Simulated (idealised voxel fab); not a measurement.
The following process module bears the name voxel released beams.
FYI the section here is cut, 200 nm wide, cells are 5 nm squares.
When this document writes out a cross-section, it uses a grid of square cells and lists it as bands, beginning at the top and moving down, with a band standing for one or more rows of cells. Quick guide to a band line: top height, bottom height (nm) up front; then every material left to right with its width in nm. Only one material and it's marked "edge to edge"? Then it fills the band edge to edge. And "blank" just means empty space. Heights from 0 (as-received wafer is one material below). Bottom band endless downward, as "0 and below". So if you see something like "30 to 40" for the width, read it as the top row of the band sitting at the first number and the bottom row at the second, with every row in between moving by the same amount as the last. You'll sometimes find "no alteration" written for a step, and that's the way of saying that nowhere in the cross-section did a cell change during that step. Entry "closed voids". Content: empty spaces with no open connection to the top, size 8 cells or greater. Each: width x height at distance. Distance: from left edge. Unit: nm. Whatever follows a step's settings on its line is a remark the simulator itself makes about that step. "overlay nm" denotes, for a step that has a mask, the displacement of the mask to the right of its planned place, with negative values corresponding to the left.
Set out below are the planned steps of the process
| 1 | RECEIVE,material Si |
| 2 | CONFORMAL_DEP,material SiN,thk nm 5 |
| 3 | DIRECTIONAL_DEP,material SiO2,thk nm 20 |
| 4 | PATTERN,tone open,mask id ANCHOR,material resist,width nm 35,thk nm 15,overlay nm 0 |
| 5 | DIRECTIONAL_ETCH,etch materials SiO2,depth nm 20 |
| 6 | STRIP,etch materials resist |
| 7 | CONFORMAL_DEP,material polySi,thk nm 15 |
| 8 | DIRECTIONAL_DEP,material aC,thk nm 15 |
| 9 | PATTERN,tone cover,mask id BEAM,material resist,width nm 110,thk nm 30,overlay nm 0 |
| 10 | DIRECTIONAL_ETCH,etch materials aC,depth nm 15 |
| 11 | STRIP,etch materials resist |
| 12 | DIRECTIONAL_ETCH,etch materials polySi,depth nm 15 |
| 13 | STRIP,etch materials aC |
| 14 | STRIP,etch materials SiO2 |
Wafer cross-section on receipt, i.e. after step 1
	0 and below: Si edge to edge
	closed voids: none
The cross-section shown corresponds to the wafer at the conclusion of the module. The initial structure and the process plan are those presented above; however, one mistake occurred in executing the plan
	40 down to 30: blank: 40  polySi: 20  blank: 5  polySi: 85  blank: 50
	30 down to 25: polySi: 60  blank: 5  polySi: 135
	25 down to 20: SiO2: 45  polySi: 15  blank: 5  polySi: 15  SiO2: 120
	20 down to 5: SiO2: 45  polySi: 35  SiO2: 120
	5 down to 0: SiN edge to edge
	0 and below: Si edge to edge
	closed voids: none
The mistake made against the process plan was this: in deviation from the planned setting, step 12 was conducted as DIRECTIONAL_ETCH,etch materials polySi,depth nm 10
